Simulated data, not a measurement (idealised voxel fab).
process module | voxel transistor to metal
cross-section cut | 295 nm wide | cells 5 nm
A cross-section is a grid of square cells, given in bands from the top down. A band is one or more rows of cells.
Each band's line starts with the height of the band's top and of its bottom, in nm. Then come its materials from left to right, each with its width in nm. One material with "throughout" fills the band from edge to edge. "air" is empty space.
Height 0 is the level under which the wafer as received is all one material. The lowest band goes on downwards, as in "0 down".
A width such as "30 to 40" changes by the same amount from each row of cells to the next, from the band's top row to its bottom row.
"no change" after a step means that no cell of the cross-section changed.
closed voids: empty space of 8 cells or more with no open way to the top, each as width x height at its distance from the left edge, in nm
after a step's settings: what the simulator itself notes on the step
overlay nm, on a step with a mask: how far to the right of its planned place the mask lay; to the left if negative
plan
1 op RECEIVE | material Si
2 op OXIDIZE | depth nm 5
3 op CONFORMAL_DEP | material SiN | thk nm 10
4 op MASKED_ETCH | tone cover | mask id ACTIVE | width nm 105 | pitch nm 125 | etch materials SiN | depth nm 10 | overlay nm 0
5 op MASKED_ETCH | tone cover | mask id ACTIVE | width nm 105 | pitch nm 125 | etch materials SiO2 | depth nm 5 | overlay nm 0
6 op MASKED_ETCH | tone cover | mask id ACTIVE | width nm 105 | pitch nm 125 | etch materials Si | depth nm 35 | overlay nm 0
7 op OXIDIZE | depth nm 5
8 op FILL_DEP | material SiO2 | thk nm 10
9 op CMP | height nm 10
10 op SELECTIVE_ETCH | etch materials SiO2 | depth nm 5
11 op STRIP | etch materials SiN
12 op SELECTIVE_ETCH | etch materials SiO2 | depth nm 5
13 op OXIDIZE | depth nm 5
14 op DIRECTIONAL_DEP | material polySi | thk nm 25
15 op DIRECTIONAL_DEP | material SiCN | thk nm 10
16 op DIRECTIONAL_DEP | material aC | thk nm 10
17 op PATTERN | tone cover | mask id GATE | material resist | width nm 35 | pitch nm 125 | thk nm 25 | overlay nm 0
18 op DIRECTIONAL_ETCH | etch materials aC | depth nm 10
19 op STRIP | etch materials resist
20 op DIRECTIONAL_ETCH | etch materials SiCN | depth nm 20
21 op DIRECTIONAL_ETCH | etch materials polySi | depth nm 35
22 op STRIP | etch materials aC
23 op CONFORMAL_DEP | material SiN | thk nm 10
24 op DIRECTIONAL_ETCH | etch materials SiN | depth nm 10
25 op DIRECTIONAL_ETCH | etch materials SiO2 | depth nm 5
26 op DIRECTIONAL_ETCH | etch materials Si | depth nm 10
27 op EPI | material nSi | thk nm 15
28 op FILL_DEP | material SiO2 | thk nm 5
29 op CMP | height nm 20
30 op STRIP | etch materials polySi
31 op SELECTIVE_ETCH | etch materials SiO2 | depth nm 5
32 op CONFORMAL_DEP | material HfO2 | thk nm 5
33 op CONFORMAL_DEP | material TiN | thk nm 5
34 op FILL_DEP | material W | thk nm 5
35 op CMP | height nm 15
36 op DIRECTIONAL_DEP | material SiO2 | thk nm 10
37 op DIRECTIONAL_DEP | material aC | thk nm 15
38 op PATTERN | tone open | mask id CONTACT | material resist | width nm 15 | thk nm 35 | overlay nm 0
39 op DIRECTIONAL_ETCH | etch materials aC | depth nm 15
40 op STRIP | etch materials resist
41 op DIRECTIONAL_ETCH | etch materials SiO2 | depth nm 30
42 op STRIP | etch materials aC
43 op CONFORMAL_DEP | material TiN | thk nm 5
44 op FILL_DEP | material W | thk nm 10
45 op CMP | height nm 25
46 op DIRECTIONAL_DEP | material TiN | thk nm 5
47 op DIRECTIONAL_DEP | material W | thk nm 20
48 op DIRECTIONAL_DEP | material aC | thk nm 10
49 op PATTERN | tone cover | mask id METAL_1 | material resist | width nm 15 | thk nm 25 | overlay nm 0
50 op DIRECTIONAL_ETCH | etch materials aC | depth nm 10
51 op STRIP | etch materials resist
52 op DIRECTIONAL_ETCH | etch materials W | depth nm 20
53 op DIRECTIONAL_ETCH | etch materials TiN | depth nm 5
54 op STRIP | etch materials aC
55 op FILL_DEP | material SiO2 | thk nm 5
56 op CMP | height nm 50
57 op CONFORMAL_DEP | material SiCN | thk nm 5
58 op DIRECTIONAL_DEP | material SiO2 | thk nm 30
59 op DIRECTIONAL_DEP | material aC | thk nm 10
60 op PATTERN | tone open | mask id METAL_2 | material resist | width nm 15 | pitch nm 125 | thk nm 30 | overlay nm 0
61 op DIRECTIONAL_ETCH | etch materials aC | depth nm 10
62 op STRIP | etch materials resist
63 op DIRECTIONAL_ETCH | etch materials SiO2 | depth nm 20
64 op STRIP | etch materials aC
65 op DIRECTIONAL_DEP | material aC | thk nm 15
66 op PATTERN | tone open | mask id METAL_2_HOLES | material resist | width nm 15 | pitch nm 125 | thk nm 30 | overlay nm 0
67 op DIRECTIONAL_ETCH | etch materials aC | depth nm 15
68 op STRIP | etch materials resist
69 op DIRECTIONAL_ETCH | etch materials SiO2 | depth nm 10
70 op DIRECTIONAL_ETCH | etch materials SiCN | depth nm 5
71 op STRIP | etch materials aC
72 op CONFORMAL_DEP | material TiN | thk nm 5
73 op FILL_DEP | material Ru | thk nm 10
74 op CMP | height nm 85
75 op CONFORMAL_DEP | material SiN | thk nm 5
as received, after step 1
  0 down: Si throughout
  closed voids: none
a wafer at the end: this start, this plan, one mistake
  90 to 85: SiN throughout
  85 to 55: SiO2 35 | TiN 5 | Ru 5 | TiN 5 | SiO2 110 | TiN 5 | Ru 5 | TiN 5 | SiO2 120
  55 to 50: SiCN 35 | TiN 15 | SiCN 110 | TiN 15 | SiCN 120
  50 to 30: SiO2 35 | W 15 | SiO2 65 | W 15 | SiO2 30 | W 15 | SiO2 65 | W 15 | SiO2 40
  30 to 25: SiO2 35 | TiN 15 | SiO2 65 | TiN 15 | SiO2 30 | TiN 15 | SiO2 65 | TiN 15 | SiO2 40
  25 to 0: SiO2 35 | TiN 5 | W 5 | TiN 5 | SiO2 65 | TiN 5 | W 5 | TiN 5 | SiO2 30 | TiN 5 | W 5 | TiN 5 | SiO2 65 | TiN 5 | W 5 | TiN 5 | SiO2 40
  0 to -5: SiO2 35 | TiN 15 | SiO2 65 | TiN 15 | SiO2 30 | TiN 15 | SiO2 65 | TiN 15 | SiO2 40
  -5 to -10: SiO2 throughout
  -10 to -45: SiO2 35 | Si 95 | SiO2 30 | Si 95 | SiO2 40
  -45 down: Si throughout
  closed voids: none
what went wrong: step 14 ran as: op DIRECTIONAL_DEP | material SiO2 | thk nm 25
